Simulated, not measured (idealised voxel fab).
process module | voxel tone inversion
cross-section cut | 300 nm wide | cells 5 nm
A cross-section is a grid of square cells, given in bands from the top down. A band is one or more rows of cells.
Each band's line starts with the height of the band's top and of its bottom, in nm. Then come its materials from left to right, each with its width in nm. One material with "throughout" fills the band from edge to edge. "air" is empty space.
Height 0 is the level under which the wafer as received is all one material. The lowest band goes on downwards, as in "0 down".
A width such as "30 to 40" changes by the same amount from each row of cells to the next, from the band's top row to its bottom row.
"no change" after a step means that no cell of the cross-section changed.
closed voids: empty space of 8 cells or more with no open way to the top, each as width x height at its distance from the left edge, in nm
after a step's settings: what the simulator itself notes on the step
overlay nm, on a step with a mask: how far to the right of its planned place the mask lay; to the left if negative
plan
1 op RECEIVE | material Si
2 op CONFORMAL_DEP | material SiN | thk nm 5
3 op DIRECTIONAL_DEP | material aC | thk nm 20
4 op PATTERN | tone cover | mask id POSTS | material resist | width nm 25 | pitch nm 45 | thk nm 25 | overlay nm -15
5 op DIRECTIONAL_ETCH | etch materials aC | depth nm 20
6 op STRIP | etch materials resist
7 op FILL_DEP | material SiO2 | thk nm 10
8 op CMP | height nm 25
9 op STRIP | etch materials aC
varied across the wafers: overlay nm of step 4. The plan shows the first wafer's value. All wafers start alike
first wafer as received, after step 1
  0 down: Si throughout
  closed voids: none
first wafer at the end, after step 9
  25 to 5: SiO2 55 | air 25 | SiO2 20 | air 25 | SiO2 20 | air 25 | SiO2 20 | air 25 | SiO2 85
  5 to 0: SiN throughout
  0 down: Si throughout
  closed voids: none
last wafer at the end
  25 to 5: SiO2 85 | air 25 | SiO2 20 | air 25 | SiO2 20 | air 25 | SiO2 20 | air 25 | SiO2 55
  5 to 0: SiN throughout
  0 down: Si throughout
  closed voids: none
each wafer at the end: cells of each material gained (+) or lost (-) since it was received, then its closed voids
overlay nm -15 | +60 SiN | +160 SiO2 | closed voids: none
overlay nm -10 | +60 SiN | +160 SiO2 | closed voids: none
overlay nm -5 | +60 SiN | +160 SiO2 | closed voids: none
overlay nm 0 | +60 SiN | +160 SiO2 | closed voids: none
overlay nm 5 | +60 SiN | +160 SiO2 | closed voids: none
overlay nm 10 | +60 SiN | +160 SiO2 | closed voids: none
overlay nm 15 | +60 SiN | +160 SiO2 | closed voids: none
